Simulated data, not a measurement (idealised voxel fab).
process module | voxel transistor to metal
cross-section cut | 260 nm wide | cells 5 nm
A cross-section is a grid of square cells, given in bands from the top down. A band is one or more rows of cells.
Each band's line starts with the height of the band's top and of its bottom, in nm. Then come its materials from left to right, each with its width in nm. One material with "throughout" fills the band from edge to edge. "air" is empty space.
Height 0 is the level under which the wafer as received is all one material. The lowest band goes on downwards, as in "0 down".
A width such as "30 to 40" changes by the same amount from each row of cells to the next, from the band's top row to its bottom row.
"no change" after a step means that no cell of the cross-section changed.
closed voids: empty space of 8 cells or more with no open way to the top, each as width x height at its distance from the left edge, in nm
after a step's settings: what the simulator itself notes on the step
overlay nm, on a step with a mask: how far to the right of its planned place the mask lay; to the left if negative
plan
1 op RECEIVE | material Si
2 op CONFORMAL_DEP | material SiO2 | thk nm 5
3 op CONFORMAL_DEP | material SiN | thk nm 15
4 op DIRECTIONAL_DEP | material aC | thk nm 15
5 op PATTERN | tone cover | mask id ACTIVE | material resist | width nm 100 | pitch nm 130 | thk nm 30 | overlay nm 0
6 op DIRECTIONAL_ETCH | etch materials aC | depth nm 15
7 op STRIP | etch materials resist
8 op DIRECTIONAL_ETCH | etch materials SiN | depth nm 15
9 op DIRECTIONAL_ETCH | etch materials SiO2 | depth nm 5
10 op DIRECTIONAL_ETCH | etch materials Si | depth nm 25
11 op STRIP | etch materials aC
12 op FILL_DEP | material SiO2 | thk nm 15
13 op CMP | height nm 20
14 op SELECTIVE_ETCH | etch materials SiO2 | depth nm 15
15 op STRIP | etch materials SiN
16 op SELECTIVE_ETCH | etch materials SiO2 | depth nm 5
17 op OXIDIZE | depth nm 5
18 op DIRECTIONAL_DEP | material polySi | thk nm 20
19 op DIRECTIONAL_DEP | material SiCN | thk nm 15
20 op PATTERN | tone cover | mask id GATE | material resist | width nm 20 | pitch nm 130 | thk nm 20 | overlay nm 0
21 op DIRECTIONAL_ETCH | etch materials SiCN | depth nm 25
22 op DIRECTIONAL_ETCH | etch materials polySi | depth nm 30
23 op STRIP | etch materials resist
24 op CONFORMAL_DEP | material SiO2 | thk nm 5
25 op DIRECTIONAL_ETCH | etch materials SiO2 | depth nm 5
26 op CONFORMAL_DEP | material SiN | thk nm 10
27 op DIRECTIONAL_ETCH | etch materials SiN | depth nm 10
28 op DIRECTIONAL_ETCH | etch materials SiO2 | depth nm 5
29 op DIRECTIONAL_ETCH | etch materials Si | depth nm 10
30 op EPI | material SiGe | thk nm 15
31 op FILL_DEP | material SiO2 | thk nm 5
32 op CMP | height nm 35
33 op DIRECTIONAL_DEP | material SiO2 | thk nm 10
34 op DIRECTIONAL_DEP | material aC | thk nm 15
35 op PATTERN | tone open | mask id CONTACT | material resist | width nm 15 | pitch nm 65 | thk nm 35 | overlay nm 0
36 op DIRECTIONAL_ETCH | etch materials aC | depth nm 15
37 op STRIP | etch materials resist
38 op DIRECTIONAL_ETCH | etch materials SiO2 | depth nm 35
39 op STRIP | etch materials aC
40 op CONFORMAL_DEP | material TiN | thk nm 5
41 op FILL_DEP | material W | thk nm 5
42 op CMP | height nm 45
43 op DIRECTIONAL_DEP | material TiN | thk nm 5
44 op DIRECTIONAL_DEP | material W | thk nm 15
45 op DIRECTIONAL_DEP | material aC | thk nm 10
46 op PATTERN | tone cover | mask id METAL_1 | material resist | width nm 15 | pitch nm 65 | thk nm 25 | overlay nm 0
47 op DIRECTIONAL_ETCH | etch materials aC | depth nm 10
48 op STRIP | etch materials resist
49 op DIRECTIONAL_ETCH | etch materials W | depth nm 15
50 op DIRECTIONAL_ETCH | etch materials TiN | depth nm 5
51 op STRIP | etch materials aC
52 op CONFORMAL_DEP | material SiCN | thk nm 5
53 op FILL_DEP | material lowk | thk nm 5
54 op CMP | height nm 65
55 op CONFORMAL_DEP | material SiCN | thk nm 5
56 op DIRECTIONAL_DEP | material lowk | thk nm 35
57 op DIRECTIONAL_DEP | material aC | thk nm 10
58 op PATTERN | tone open | mask id METAL_2 | material resist | width nm 15 | pitch nm 130 | thk nm 25 | overlay nm 0
59 op DIRECTIONAL_ETCH | etch materials aC | depth nm 10
60 op STRIP | etch materials resist
61 op DIRECTIONAL_ETCH | etch materials lowk | depth nm 20
62 op STRIP | etch materials aC
63 op MASKED_ETCH | tone open | mask id METAL_2_HOLES | width nm 15 | pitch nm 130 | etch materials lowk | depth nm 15 | overlay nm 0
64 op MASKED_ETCH | tone open | mask id METAL_2_HOLES | width nm 15 | pitch nm 130 | etch materials SiCN | depth nm 5 | overlay nm 0
65 op CONFORMAL_DEP | material TiN | thk nm 5
66 op FILL_DEP | material Cu | thk nm 5
67 op CMP | height nm 105
68 op CONFORMAL_DEP | material SiN | thk nm 5
varied across the wafers: thk nm of step 52. The plan shows the first wafer's value. All wafers start alike
first wafer as received, after step 1
  0 down: Si throughout
  closed voids: none
each wafer at the end: cells of each material gained (+) or lost (-) since it was received, then its closed voids
thk nm 5 | +14 Cu | -140 Si | +134 SiCN | +88 SiGe | +108 SiN | +324 SiO2 | +106 TiN | +60 W | +418 lowk | +32 polySi | closed voids: none
thk nm 10 | +14 Cu | -140 Si | +182 SiCN | +88 SiGe | +108 SiN | +324 SiO2 | +106 TiN | +60 W | +370 lowk | +32 polySi | closed voids: none
thk nm 15 | +14 Cu | -140 Si | +214 SiCN | +88 SiGe | +108 SiN | +324 SiO2 | +106 TiN | +60 W | +338 lowk | +32 polySi | closed voids: none
thk nm 20 | +14 Cu | -140 Si | +230 SiCN | +88 SiGe | +108 SiN | +324 SiO2 | +106 TiN | +60 W | +322 lowk | +32 polySi | closed voids: none
